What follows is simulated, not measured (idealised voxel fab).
Title: Process Module voxel self aligned contacts
Displayed cross-section: cut, width of 235 nm, square cells sized 5 nm.
Format of a cross-section: grid, square cells. Given as bands. Order: top down. Band: one or more rows of cells.
For a band, the entry starts with two heights in nm, that of the top and then that of the bottom, and carries on with the band's materials in order from left to right, each alongside its width in nm; the word "edge to edge" beside a single material means it fills the band edge to edge, and "empty" means empty space.
Height datum 0, below which the as-received substrate wafer is one material. Lowest band open at the bottom, running downward: "0 and below".
Width "30 to 40": first value at the band's top row of cells, second value at its bottom row, equal change from row to row.
For the purposes of this document, the phrase "everything unchanged" attached to a step denotes that no cell within the cross-section was modified by that step.
Closed-off voids of 8+ cells (no open route to the top) go in "Unvented cavities", written width x height at distance from the left edge, in nm.
Past the settings on a step's line: simulator remark, on that step.
"overlay nm" denotes, for a step that has a mask, the displacement of the mask to the right of its planned place, with negative values corresponding to the left.

The steps planned for the process are as follows
1: RECEIVE with material Si
2: CONFORMAL_DEP with material SiO2, thk nm 5
3: DIRECTIONAL_DEP with material polySi, thk nm 30
4: DIRECTIONAL_DEP with material SiN, thk nm 15
5: PATTERN with tone cover, mask id GATE, material resist, width nm 25, pitch nm 50, thk nm 20, overlay nm 0
6: DIRECTIONAL_ETCH with etch materials SiN, depth nm 15
7: DIRECTIONAL_ETCH with etch materials polySi, depth nm 30
8: STRIP with etch materials resist
9: CONFORMAL_DEP with material SiN, thk nm 5
10: DIRECTIONAL_ETCH with etch materials SiN, depth nm 5
11: FILL_DEP with material SiO2, thk nm 15
12: CMP with height nm 60
13: PATTERN with tone open, mask id CONTACT, material resist, width nm 35, pitch nm 50, thk nm 15, overlay nm 0
14: DIRECTIONAL_ETCH with etch materials SiO2, depth nm 60
15: STRIP with etch materials resist
16: CONFORMAL_DEP with material TiN, thk nm 5
17: FILL_DEP with material Ru, thk nm 10
18: CMP with height nm 60
19: CONFORMAL_DEP with material SiCN, thk nm 5

So, the first of our two wafers, run just as we planned it

Cross-section of the incoming wafer, state after step 1
    0 and below  Si edge to edge
    Unvented cavities: none

You're looking at a cross-section of the wafer after step 2
    5 down to 0  SiO2 edge to edge
    Whatever lies below 0 is exactly as it was before.

You're looking at a cross-section of the wafer after step 3
    35 down to 5  polySi edge to edge
    Whatever lies below 5 is exactly as it was before.

You're looking at a cross-section of the wafer after step 4
    50 down to 35  SiN edge to edge
    Whatever lies below 35 is exactly as it was before.

You're looking at a cross-section of the wafer after step 5
    70 down to 50  empty 55 nm / resist 25 nm / empty 25 nm / resist 25 nm / empty 25 nm / resist 25 nm / empty 55 nm
    Whatever lies below 50 is exactly as it was before.

You're looking at a cross-section of the wafer after step 6
    70 down to 50  empty 55 nm / resist 25 nm / empty 25 nm / resist 25 nm / empty 25 nm / resist 25 nm / empty 55 nm
    50 down to 35  empty 55 nm / SiN 25 nm / empty 25 nm / SiN 25 nm / empty 25 nm / SiN 25 nm / empty 55 nm
    Whatever lies below 35 is exactly as it was before.

You're looking at a cross-section of the wafer after step 7
    70 down to 50  empty 55 nm / resist 25 nm / empty 25 nm / resist 25 nm / empty 25 nm / resist 25 nm / empty 55 nm
    50 down to 35  empty 55 nm / SiN 25 nm / empty 25 nm / SiN 25 nm / empty 25 nm / SiN 25 nm / empty 55 nm
    35 down to 5  empty 55 nm / polySi 25 nm / empty 25 nm / polySi 25 nm / empty 25 nm / polySi 25 nm / empty 55 nm
    Whatever lies below 5 is exactly as it was before.

You're looking at a cross-section of the wafer after step 8
    50 down to 35  empty 55 nm / SiN 25 nm / empty 25 nm / SiN 25 nm / empty 25 nm / SiN 25 nm / empty 55 nm
    Whatever lies below 35 is exactly as it was before.

You're looking at a cross-section of the wafer after step 9
    55 down to 35  empty 50 nm / SiN 35 nm / empty 15 nm / SiN 35 nm / empty 15 nm / SiN 35 nm / empty 50 nm
    35 down to 10  empty 50 nm / SiN 5 nm / polySi 25 nm / SiN 5 nm / empty 15 nm / SiN 5 nm / polySi 25 nm / SiN 5 nm / empty 15 nm / SiN 5 nm / polySi 25 nm / SiN 5 nm / empty 50 nm
    10 down to 5  SiN 55 nm / polySi 25 nm / SiN 25 nm / polySi 25 nm / SiN 25 nm / polySi 25 nm / SiN 55 nm
    Whatever lies below 5 is exactly as it was before.

You're looking at a cross-section of the wafer after step 10
    50 down to 35  empty 50 nm / SiN 35 nm / empty 15 nm / SiN 35 nm / empty 15 nm / SiN 35 nm / empty 50 nm
    35 down to 5  empty 50 nm / SiN 5 nm / polySi 25 nm / SiN 5 nm / empty 15 nm / SiN 5 nm / polySi 25 nm / SiN 5 nm / empty 15 nm / SiN 5 nm / polySi 25 nm / SiN 5 nm / empty 50 nm
    Whatever lies below 5 is exactly as it was before.

You're looking at a cross-section of the wafer after step 11
    65 down to 50  SiO2 edge to edge
    50 down to 35  SiO2 50 nm / SiN 35 nm / SiO2 15 nm / SiN 35 nm / SiO2 15 nm / SiN 35 nm / SiO2 50 nm
    35 down to 5  SiO2 50 nm / SiN 5 nm / polySi 25 nm / SiN 5 nm / SiO2 15 nm / SiN 5 nm / polySi 25 nm / SiN 5 nm / SiO2 15 nm / SiN 5 nm / polySi 25 nm / SiN 5 nm / SiO2 50 nm
    Whatever lies below 5 is exactly as it was before.

You're looking at a cross-section of the wafer after step 12
    60 down to 50  SiO2 edge to edge
    Whatever lies below 50 is exactly as it was before.

You're looking at a cross-section of the wafer after step 13
    75 down to 60  resist 75 nm / empty 35 nm / resist 15 nm / empty 35 nm / resist 75 nm
    Whatever lies below 60 is exactly as it was before.

You're looking at a cross-section of the wafer after step 14
    75 down to 60  resist 75 nm / empty 35 nm / resist 15 nm / empty 35 nm / resist 75 nm
    60 down to 50  SiO2 75 nm / empty 35 nm / SiO2 15 nm / empty 35 nm / SiO2 75 nm
    50 down to 35  SiO2 50 nm / SiN 35 nm / empty 15 nm / SiN 35 nm / empty 15 nm / SiN 35 nm / SiO2 50 nm
    35 down to 5  SiO2 50 nm / SiN 5 nm / polySi 25 nm / SiN 5 nm / empty 15 nm / SiN 5 nm / polySi 25 nm / SiN 5 nm / empty 15 nm / SiN 5 nm / polySi 25 nm / SiN 5 nm / SiO2 50 nm
    5 down to 0  SiO2 85 nm / empty 15 nm / SiO2 35 nm / empty 15 nm / SiO2 85 nm
    Whatever lies below 0 is exactly as it was before.

You're looking at a cross-section of the wafer after step 15
    60 down to 50  SiO2 75 nm / empty 35 nm / SiO2 15 nm / empty 35 nm / SiO2 75 nm
    Whatever lies below 50 is exactly as it was before.

You're looking at a cross-section of the wafer after step 16
    65 down to 60  TiN 80 nm / empty 25 nm / TiN 25 nm / empty 25 nm / TiN 80 nm
    60 down to 50  SiO2 75 nm / TiN 5 to 15 nm / empty 25 to 5 nm / TiN 5 to 15 nm / SiO2 15 nm / TiN 5 to 15 nm / empty 25 to 5 nm / TiN 5 to 15 nm / SiO2 75 nm
    50 down to 35  SiO2 50 nm / SiN 35 nm / TiN 5 nm / empty 5 nm / TiN 5 nm / SiN 35 nm / TiN 5 nm / empty 5 nm / TiN 5 nm / SiN 35 nm / SiO2 50 nm
    35 down to 5  SiO2 50 nm / SiN 5 nm / polySi 25 nm / SiN 5 nm / TiN 5 nm / empty 5 nm / TiN 5 nm / SiN 5 nm / polySi 25 nm / SiN 5 nm / TiN 5 nm / empty 5 nm / TiN 5 nm / SiN 5 nm / polySi 25 nm / SiN 5 nm / SiO2 50 nm
    5 down to 0  SiO2 85 nm / TiN 15 nm / SiO2 35 nm / TiN 15 nm / SiO2 85 nm
    Whatever lies below 0 is exactly as it was before.

You're looking at a cross-section of the wafer after step 17
    75 down to 65  Ru edge to edge
    65 down to 60  TiN 80 nm / Ru 25 nm / TiN 25 nm / Ru 25 nm / TiN 80 nm
    60 down to 50  SiO2 75 nm / TiN 5 to 15 nm / Ru 25 to 5 nm / TiN 5 to 15 nm / SiO2 15 nm / TiN 5 to 15 nm / Ru 25 to 5 nm / TiN 5 to 15 nm / SiO2 75 nm
    50 down to 35  SiO2 50 nm / SiN 35 nm / TiN 5 nm / Ru 5 nm / TiN 5 nm / SiN 35 nm / TiN 5 nm / Ru 5 nm / TiN 5 nm / SiN 35 nm / SiO2 50 nm
    35 down to 5  SiO2 50 nm / SiN 5 nm / polySi 25 nm / SiN 5 nm / TiN 5 nm / Ru 5 nm / TiN 5 nm / SiN 5 nm / polySi 25 nm / SiN 5 nm / TiN 5 nm / Ru 5 nm / TiN 5 nm / SiN 5 nm / polySi 25 nm / SiN 5 nm / SiO2 50 nm
    Whatever lies below 5 is exactly as it was before.

You're looking at a cross-section of the wafer after step 18
    60 down to 50  SiO2 75 nm / TiN 5 to 15 nm / Ru 25 to 5 nm / TiN 5 to 15 nm / SiO2 15 nm / TiN 5 to 15 nm / Ru 25 to 5 nm / TiN 5 to 15 nm / SiO2 75 nm
    Whatever lies below 50 is exactly as it was before.

You're looking at a cross-section of the wafer after step 19
    65 down to 60  SiCN edge to edge
    Whatever lies below 60 is exactly as it was before.

The second wafer was prepared from the same starting point and under the same plan as the first; its processing contained one mistake, and it remains indistinguishable from the first wafer up to and including step 5

Cross-section of the second wafer at the time step 6 of the plan should have ended
    70 down to 50  empty 55 nm / resist 25 nm / empty 25 nm / resist 25 nm / empty 25 nm / resist 25 nm / empty 55 nm
    50 down to 45  empty 55 nm / SiN 25 nm / empty 25 nm / SiN 25 nm / empty 25 nm / SiN 25 nm / empty 55 nm
    Whatever lies below 45 is exactly as it was before.

Cross-section of the second wafer at the time step 7 of the plan should have ended: everything unchanged

Cross-section of the second wafer at the time step 8 of the plan should have ended
    50 down to 45  empty 55 nm / SiN 25 nm / empty 25 nm / SiN 25 nm / empty 25 nm / SiN 25 nm / empty 55 nm
    Whatever lies below 45 is exactly as it was before.

Cross-section of the second wafer at the time step 9 of the plan should have ended
    55 down to 50  empty 50 nm / SiN 35 nm / empty 15 nm / SiN 35 nm / empty 15 nm / SiN 35 nm / empty 50 nm
    50 down to 35  SiN edge to edge
    Whatever lies below 35 is exactly as it was before.

Cross-section of the second wafer at the time step 10 of the plan should have ended
    50 down to 45  empty 50 nm / SiN 35 nm / empty 15 nm / SiN 35 nm / empty 15 nm / SiN 35 nm / empty 50 nm
    Whatever lies below 45 is exactly as it was before.

Cross-section of the second wafer at the time step 11 of the plan should have ended
    65 down to 50  SiO2 edge to edge
    50 down to 45  SiO2 50 nm / SiN 35 nm / SiO2 15 nm / SiN 35 nm / SiO2 15 nm / SiN 35 nm / SiO2 50 nm
    Whatever lies below 45 is exactly as it was before.

Cross-section of the second wafer at the time step 12 of the plan should have ended
    60 down to 50  SiO2 edge to edge
    Whatever lies below 50 is exactly as it was before.

Cross-section of the second wafer at the time step 13 of the plan should have ended
    75 down to 60  resist 75 nm / empty 35 nm / resist 15 nm / empty 35 nm / resist 75 nm
    Whatever lies below 60 is exactly as it was before.

Cross-section of the second wafer at the time step 14 of the plan should have ended
    75 down to 60  resist 75 nm / empty 35 nm / resist 15 nm / empty 35 nm / resist 75 nm
    60 down to 50  SiO2 75 nm / empty 35 nm / SiO2 15 nm / empty 35 nm / SiO2 75 nm
    50 down to 45  SiO2 50 nm / SiN 35 nm / empty 15 nm / SiN 35 nm / empty 15 nm / SiN 35 nm / SiO2 50 nm
    Whatever lies below 45 is exactly as it was before.

Cross-section of the second wafer at the time step 15 of the plan should have ended
    60 down to 50  SiO2 75 nm / empty 35 nm / SiO2 15 nm / empty 35 nm / SiO2 75 nm
    Whatever lies below 50 is exactly as it was before.

Cross-section of the second wafer at the time step 16 of the plan should have ended
    65 down to 60  TiN 80 nm / empty 25 nm / TiN 25 nm / empty 25 nm / TiN 80 nm
    60 down to 50  SiO2 75 nm / TiN 5 to 15 nm / empty 25 to 5 nm / TiN 5 to 15 nm / SiO2 15 nm / TiN 5 to 15 nm / empty 25 to 5 nm / TiN 5 to 15 nm / SiO2 75 nm
    50 down to 45  SiO2 50 nm / SiN 35 nm / TiN 15 nm / SiN 35 nm / TiN 15 nm / SiN 35 nm / SiO2 50 nm
    Whatever lies below 45 is exactly as it was before.

Cross-section of the second wafer at the time step 17 of the plan should have ended
    75 down to 65  Ru edge to edge
    65 down to 60  TiN 80 nm / Ru 25 nm / TiN 25 nm / Ru 25 nm / TiN 80 nm
    60 down to 50  SiO2 75 nm / TiN 5 to 15 nm / Ru 25 to 5 nm / TiN 5 to 15 nm / SiO2 15 nm / TiN 5 to 15 nm / Ru 25 to 5 nm / TiN 5 to 15 nm / SiO2 75 nm
    Whatever lies below 50 is exactly as it was before.

Cross-section of the second wafer at the time step 18 of the plan should have ended
    60 down to 50  SiO2 75 nm / TiN 5 to 15 nm / Ru 25 to 5 nm / TiN 5 to 15 nm / SiO2 15 nm / TiN 5 to 15 nm / Ru 25 to 5 nm / TiN 5 to 15 nm / SiO2 75 nm
    Whatever lies below 50 is exactly as it was before.

Cross-section of the second wafer at the time step 19 of the plan should have ended
    65 down to 60  SiCN edge to edge
    Whatever lies below 60 is exactly as it was before.
The mistake made against the process plan was this: step 6 off recipe, ran as DIRECTIONAL_ETCH with etch materials SiN, depth nm 5
Materials where the second wafer ends with more or fewer cells than the first: Ru: 18 fewer, SiN: 16 more, SiO2: 154 fewer, TiN: 36 fewer, polySi: 192 more
